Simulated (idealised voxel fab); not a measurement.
Herein follows the process module entitled voxel self aligned vias.
Displayed cross-section: cut, width of 225 nm, square cells sized 5 nm.
Reading order for cross-sections: top band down to bottom band. Underlying form: a grid of square cells. Band size: one or more rows of cells.
Each band's line starts with the height of the band's top and of its bottom, in nm. Then come its materials from left to right, each with its width in nm. One material with "full width" fills the band from edge to edge. "blank" is empty space.
Heads up on the height convention: 0 is the point under which the incoming wafer is all one material, and the lowest band has no bottom, it just keeps going down, like "from 0 down".
A two-number width, for instance "30->40", indicates that the width is equal to the first number in the top row of the band and to the second number in the bottom row, and that it changes by a constant amount per row of cells.
Take "no modification" at face value: in the step it is given for, the cross-section changed in none of its cells.
Closed-off voids of 8+ cells (no open route to the top) go in "Sealed void inventory", written width x height at distance from the left edge, in nm.
after a step's settings: what the simulator itself notes on the step
overlay nm: right-of-plan distance of the mask on a masked step; negative values mean left-of-plan.
## The process steps that were planned are listed below
1,op RECEIVE | material Si
2,op CONFORMAL_DEP | material SiO2 | thk nm 15
3,op CONFORMAL_DEP | material SiCN | thk nm 5
4,op DIRECTIONAL_DEP | material lowk | thk nm 25
5,op DIRECTIONAL_DEP | material aC | thk nm 10
6,op PATTERN | tone open | mask id LINES | material resist | width nm 20 | pitch nm 65 | thk nm 25 | overlay nm 0
7,op DIRECTIONAL_ETCH | etch materials aC | depth nm 10
8,op STRIP | etch materials resist
9,op DIRECTIONAL_ETCH | etch materials lowk | depth nm 25
10,op STRIP | etch materials aC
11,op CONFORMAL_DEP | material TiN | thk nm 5
12,op FILL_DEP | material Ru | thk nm 10
13,op CMP | height nm 45
14,op SELECTIVE_ETCH | etch materials W Ru TiN | depth nm 5
15,op FILL_DEP | material SiN | thk nm 10
16,op CMP | height nm 45
17,op DIRECTIONAL_DEP | material lowk | thk nm 15
18,op DIRECTIONAL_DEP | material aC | thk nm 5
19,op PATTERN | tone open | mask id VIAS | material resist | width nm 40 | pitch nm 130 | thk nm 30 | overlay nm 0
20,op DIRECTIONAL_ETCH | etch materials aC | depth nm 15
21,op STRIP | etch materials resist
22,op DIRECTIONAL_ETCH | etch materials lowk | depth nm 15
23,op DIRECTIONAL_ETCH | etch materials SiN | depth nm 5
24,op STRIP | etch materials aC
25,op CONFORMAL_DEP | material TiN | thk nm 5
26,op FILL_DEP | material Cu | thk nm 5
27,op CMP | height nm 60
28,op CONFORMAL_DEP | material SiN | thk nm 5
Same starting wafers, different thk nm at step 18. Plan value belongs to the first wafer.
## The first of several wafers as received, shown in cross-section; this is its state after step 1
- from 0 down = Si full width
- Sealed void inventory: none
## Cross-section of the first of several wafers once the module has run through its last step, step 28
- from 65 to 60 = SiN full width
- from 60 to 50 = lowk 25 nm | TiN 5 nm | Cu 30 nm | TiN 5 nm | lowk 90 nm | TiN 5 nm | Cu 30 nm | TiN 5 nm | lowk 30 nm
- from 50 to 45 = lowk 25 nm | TiN 15 nm | Cu 10 nm | TiN 15 nm | lowk 90 nm | TiN 15 nm | Cu 10 nm | TiN 15 nm | lowk 30 nm
- from 45 to 40 = lowk 35 nm | TiN 20 nm | lowk 45 nm | SiN 20 nm | lowk 45 nm | TiN 20 nm | lowk 40 nm
- from 40 to 25 = lowk 35 nm | TiN 5 nm | Ru 10 nm | TiN 5 nm | lowk 45 nm | TiN 5 nm | Ru 10 nm | TiN 5 nm | lowk 45 nm | TiN 5 nm | Ru 10 nm | TiN 5 nm | lowk 40 nm
- from 25 to 20 = lowk 35 nm | TiN 20 nm | lowk 45 nm | TiN 20 nm | lowk 45 nm | TiN 20 nm | lowk 40 nm
- from 20 to 15 = SiCN full width
- from 15 to 0 = SiO2 full width
- from 0 down = Si full width
- Sealed void inventory: none
## Of the several wafers, the last: cross-section at the end of the module
- from 65 to 60 = SiN full width
- from 60 to 45 = lowk full width
- from 45 to 40 = lowk 35 nm | SiN 20 nm | lowk 45 nm | SiN 20 nm | lowk 45 nm | SiN 20 nm | lowk 40 nm
- from 40 to 25 = lowk 35 nm | TiN 5 nm | Ru 10 nm | TiN 5 nm | lowk 45 nm | TiN 5 nm | Ru 10 nm | TiN 5 nm | lowk 45 nm | TiN 5 nm | Ru 10 nm | TiN 5 nm | lowk 40 nm
- from 25 to 20 = lowk 35 nm | TiN 20 nm | lowk 45 nm | TiN 20 nm | lowk 45 nm | TiN 20 nm | lowk 40 nm
- from 20 to 15 = SiCN full width
- from 15 to 0 = SiO2 full width
- from 0 down = Si full width
- Sealed void inventory: none
## End of module, by wafer: material-by-material cell gain (+) or loss (-) since receipt, then closed voids
thk nm 5 | +28 Cu | +18 Ru | +45 SiCN | +49 SiN | +135 SiO2 | +58 TiN | +252 lowk | Sealed void inventory: none
thk nm 10 | +28 Cu | +18 Ru | +45 SiCN | +49 SiN | +135 SiO2 | +58 TiN | +252 lowk | Sealed void inventory: none
thk nm 15 | +28 Cu | +18 Ru | +45 SiCN | +49 SiN | +135 SiO2 | +58 TiN | +252 lowk | Sealed void inventory: none
thk nm 20 | +18 Ru | +45 SiCN | +57 SiN | +135 SiO2 | +30 TiN | +300 lowk | Sealed void inventory: none
thk nm 25 | +18 Ru | +45 SiCN | +57 SiN | +135 SiO2 | +30 TiN | +300 lowk | Sealed void inventory: none
thk nm 30 | +18 Ru | +45 SiCN | +57 SiN | +135 SiO2 | +30 TiN | +300 lowk | Sealed void inventory: none
